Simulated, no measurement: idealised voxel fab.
The following is a process module called voxel self aligned vias.
For reference, the cross-section in this document is cut, with width 220 nm and square cells of 5 nm.
Bands, listed from the top down, are how a cross-section gets written in this document; the cross-section itself is a grid of square cells, and a band is one or more rows of them. Band entry format. Leading values: height of top, height of bottom, nm. Remainder: materials in left-to-right order, each with its width in nm. Special words: "full width" on a single material, which then fills the band edge to edge; "blank", empty space. Heights are expressed relative to 0, this being the level below which the as-received wafer comprises one material exclusively. The lowest band is unbounded in the downward direction and is denoted as in "0 and below". Note: "30..40" means the width goes from the first number (top row of the band) to the second number (bottom row) in equal steps per row of cells. "nothing changed" -> step changed no cross-section cell. For the entry "Fully sealed cavities", the listed items are empty spaces with no open way to the top whose size is 8 cells or more; each item follows the pattern width x height at distance, where distance is from the left edge and all three are in nm. What comes after the settings on a step's line is commentary from the simulator itself on that step. overlay nm: mask offset rightward from planned place, masked step; negative means leftward offset.

# The following list gives the planned process steps
step 1: RECEIVE (material Si)
step 2: CONFORMAL_DEP (material SiO2; thk nm 15)
step 3: CONFORMAL_DEP (material SiCN; thk nm 5)
step 4: DIRECTIONAL_DEP (material lowk; thk nm 30)
step 5: MASKED_ETCH (tone open; mask id LINES; width nm 25; pitch nm 50; etch materials lowk; depth nm 30; overlay nm 0)
step 6: CONFORMAL_DEP (material TiN; thk nm 5)
step 7: FILL_DEP (material W; thk nm 5)
step 8: CMP (height nm 50)
step 9: SELECTIVE_ETCH (etch materials W Ru TiN; depth nm 5)
step 10: FILL_DEP (material SiN; thk nm 10)
step 11: CMP (height nm 50)
step 12: DIRECTIONAL_DEP (material lowk; thk nm 20)
step 13: PATTERN (tone open; mask id VIAS; material resist; width nm 35; pitch nm 50; thk nm 15; overlay nm 0)
step 14: DIRECTIONAL_ETCH (etch materials lowk; depth nm 20)
step 15: DIRECTIONAL_ETCH (etch materials SiN; depth nm 5)
step 16: STRIP (etch materials resist)
step 17: CONFORMAL_DEP (material TiN; thk nm 5)
step 18: FILL_DEP (material Cu; thk nm 5)
step 19: CMP (height nm 70)
step 20: CONFORMAL_DEP (material SiN; thk nm 5)

# First of two wafers - as planned

# Cross-section of the wafer upon arrival, representing the state reached after step 1
    0 and below = Si full width
    Fully sealed cavities: none

# Presented here is a cross-section of the wafer after step 2 has been performed
    15 down to 0 = SiO2 full width
    Nothing below the height 0 has changed.

# Presented here is a cross-section of the wafer after step 3 has been performed
    20 down to 15 = SiCN full width
    Nothing below the height 15 has changed.

# Presented here is a cross-section of the wafer after step 4 has been performed
    50 down to 20 = lowk full width
    Nothing below the height 20 has changed.

# Presented here is a cross-section of the wafer after step 5 has been performed
    50 down to 20 = lowk 45  blank 25  lowk 25  blank 25  lowk 25  blank 25  lowk 50
    Nothing below the height 20 has changed.

# Presented here is a cross-section of the wafer after step 6 has been performed
    55 down to 50 = TiN 50  blank 15  TiN 35  blank 15  TiN 35  blank 15  TiN 55
    50 down to 25 = lowk 45  TiN 5  blank 15  TiN 5  lowk 25  TiN 5  blank 15  TiN 5  lowk 25  TiN 5  blank 15  TiN 5  lowk 50
    25 down to 20 = lowk 45  TiN 25  lowk 25  TiN 25  lowk 25  TiN 25  lowk 50
    Nothing below the height 20 has changed.

# Presented here is a cross-section of the wafer after step 7 has been performed
    60 down to 55 = W full width
    55 down to 50 = TiN 50  W 15  TiN 35  W 15  TiN 35  W 15  TiN 55
    50 down to 25 = lowk 45  TiN 5  W 15  TiN 5  lowk 25  TiN 5  W 15  TiN 5  lowk 25  TiN 5  W 15  TiN 5  lowk 50
    Nothing below the height 25 has changed.

# Presented here is a cross-section of the wafer after step 8 has been performed
    50 down to 25 = lowk 45  TiN 5  W 15  TiN 5  lowk 25  TiN 5  W 15  TiN 5  lowk 25  TiN 5  W 15  TiN 5  lowk 50
    Nothing below the height 25 has changed.

# Presented here is a cross-section of the wafer after step 9 has been performed
    50 down to 45 = lowk 45  blank 25  lowk 25  blank 25  lowk 25  blank 25  lowk 50
    Nothing below the height 45 has changed.

# Presented here is a cross-section of the wafer after step 10 has been performed
    60 down to 50 = SiN full width
    50 down to 45 = lowk 45  SiN 25  lowk 25  SiN 25  lowk 25  SiN 25  lowk 50
    Nothing below the height 45 has changed.

# Presented here is a cross-section of the wafer after step 11 has been performed
    50 down to 45 = lowk 45  SiN 25  lowk 25  SiN 25  lowk 25  SiN 25  lowk 50
    Nothing below the height 45 has changed.

# Presented here is a cross-section of the wafer after step 12 has been performed
    70 down to 50 = lowk full width
    Nothing below the height 50 has changed.

# Presented here is a cross-section of the wafer after step 13 has been performed
    85 down to 70 = resist 40  blank 35  resist 15  blank 35  resist 15  blank 35  resist 45
    Nothing below the height 70 has changed.

# Presented here is a cross-section of the wafer after step 14 has been performed
    85 down to 70 = resist 40  blank 35  resist 15  blank 35  resist 15  blank 35  resist 45
    70 down to 50 = lowk 40  blank 35  lowk 15  blank 35  lowk 15  blank 35  lowk 45
    Nothing below the height 50 has changed.

# Presented here is a cross-section of the wafer after step 15 has been performed
    85 down to 70 = resist 40  blank 35  resist 15  blank 35  resist 15  blank 35  resist 45
    70 down to 50 = lowk 40  blank 35  lowk 15  blank 35  lowk 15  blank 35  lowk 45
    50 down to 45 = lowk 45  blank 25  lowk 25  blank 25  lowk 25  blank 25  lowk 50
    Nothing below the height 45 has changed.

# Presented here is a cross-section of the wafer after step 16 has been performed
    70 down to 50 = lowk 40  blank 35  lowk 15  blank 35  lowk 15  blank 35  lowk 45
    Nothing below the height 50 has changed.

# Presented here is a cross-section of the wafer after step 17 has been performed
    75 down to 70 = TiN 45  blank 25  TiN 25  blank 25  TiN 25  blank 25  TiN 50
    70 down to 55 = lowk 40  TiN 5  blank 25  TiN 5  lowk 15  TiN 5  blank 25  TiN 5  lowk 15  TiN 5  blank 25  TiN 5  lowk 45
    55 down to 50 = lowk 40  TiN 10  blank 15  TiN 10  lowk 15  TiN 10  blank 15  TiN 10  lowk 15  TiN 10  blank 15  TiN 10  lowk 45
    50 down to 45 = lowk 45  TiN 25  lowk 25  TiN 25  lowk 25  TiN 25  lowk 50
    Nothing below the height 45 has changed.

# Presented here is a cross-section of the wafer after step 18 has been performed
    80 down to 75 = Cu full width
    75 down to 70 = TiN 45  Cu 25  TiN 25  Cu 25  TiN 25  Cu 25  TiN 50
    70 down to 55 = lowk 40  TiN 5  Cu 25  TiN 5  lowk 15  TiN 5  Cu 25  TiN 5  lowk 15  TiN 5  Cu 25  TiN 5  lowk 45
    55 down to 50 = lowk 40  TiN 10  Cu 15  TiN 10  lowk 15  TiN 10  Cu 15  TiN 10  lowk 15  TiN 10  Cu 15  TiN 10  lowk 45
    Nothing below the height 50 has changed.

# Presented here is a cross-section of the wafer after step 19 has been performed
    70 down to 55 = lowk 40  TiN 5  Cu 25  TiN 5  lowk 15  TiN 5  Cu 25  TiN 5  lowk 15  TiN 5  Cu 25  TiN 5  lowk 45
    Nothing below the height 55 has changed.

# Presented here is a cross-section of the wafer after step 20 has been performed
    75 down to 70 = SiN full width
    Nothing below the height 70 has changed.

# What follows concerns the second wafer, which started out like the first and was meant to follow the very same plan; one mistake crept in when it was run, but everything up to and including step 13 is the same as for the first wafer

# Second wafer shown in cross-section at the time step 14 was slated to end
    85 down to 70 = resist 40  blank 35  resist 15  blank 35  resist 15  blank 35  resist 45
    70 down to 50 = lowk 40  blank 35  lowk 15  blank 35  lowk 15  blank 35  lowk 45
    50 down to 45 = lowk 40  blank 5  SiN 25  blank 5  lowk 15  blank 5  SiN 25  blank 5  lowk 15  blank 5  SiN 25  blank 5  lowk 45
    45 down to 30 = lowk 40  blank 5  TiN 5  W 15  TiN 5  blank 5  lowk 15  blank 5  TiN 5  W 15  TiN 5  blank 5  lowk 15  blank 5  TiN 5  W 15  TiN 5  blank 5  lowk 45
    Nothing below the height 30 has changed.

# Second wafer shown in cross-section at the time step 15 was slated to end
    85 down to 70 = resist 40  blank 35  resist 15  blank 35  resist 15  blank 35  resist 45
    70 down to 45 = lowk 40  blank 35  lowk 15  blank 35  lowk 15  blank 35  lowk 45
    Nothing below the height 45 has changed.

# Second wafer shown in cross-section at the time step 16 was slated to end
    70 down to 45 = lowk 40  blank 35  lowk 15  blank 35  lowk 15  blank 35  lowk 45
    Nothing below the height 45 has changed.

# Second wafer shown in cross-section at the time step 17 was slated to end
    75 down to 70 = TiN 45  blank 25  TiN 25  blank 25  TiN 25  blank 25  TiN 50
    70 down to 50 = lowk 40  TiN 5  blank 25  TiN 5  lowk 15  TiN 5  blank 25  TiN 5  lowk 15  TiN 5  blank 25  TiN 5  lowk 45
    50 down to 45 = lowk 40  TiN 35  lowk 15  TiN 35  lowk 15  TiN 35  lowk 45
    45 down to 30 = lowk 40  TiN 10  W 15  TiN 10  lowk 15  TiN 10  W 15  TiN 10  lowk 15  TiN 10  W 15  TiN 10  lowk 45
    Nothing below the height 30 has changed.

# Second wafer shown in cross-section at the time step 18 was slated to end
    80 down to 75 = Cu full width
    75 down to 70 = TiN 45  Cu 25  TiN 25  Cu 25  TiN 25  Cu 25  TiN 50
    70 down to 50 = lowk 40  TiN 5  Cu 25  TiN 5  lowk 15  TiN 5  Cu 25  TiN 5  lowk 15  TiN 5  Cu 25  TiN 5  lowk 45
    Nothing below the height 50 has changed.

# Second wafer shown in cross-section at the time step 19 was slated to end
    70 down to 50 = lowk 40  TiN 5  Cu 25  TiN 5  lowk 15  TiN 5  Cu 25  TiN 5  lowk 15  TiN 5  Cu 25  TiN 5  lowk 45
    Nothing below the height 50 has changed.

# Second wafer shown in cross-section at the time step 20 was slated to end
    75 down to 70 = SiN full width
    Nothing below the height 70 has changed.
Error vs. plan: plan step 14 ran twice
At the finish, the second wafer shows more or fewer cells for some materials than the first does: 6 more of Cu; 18 more of TiN; 24 fewer of lowk
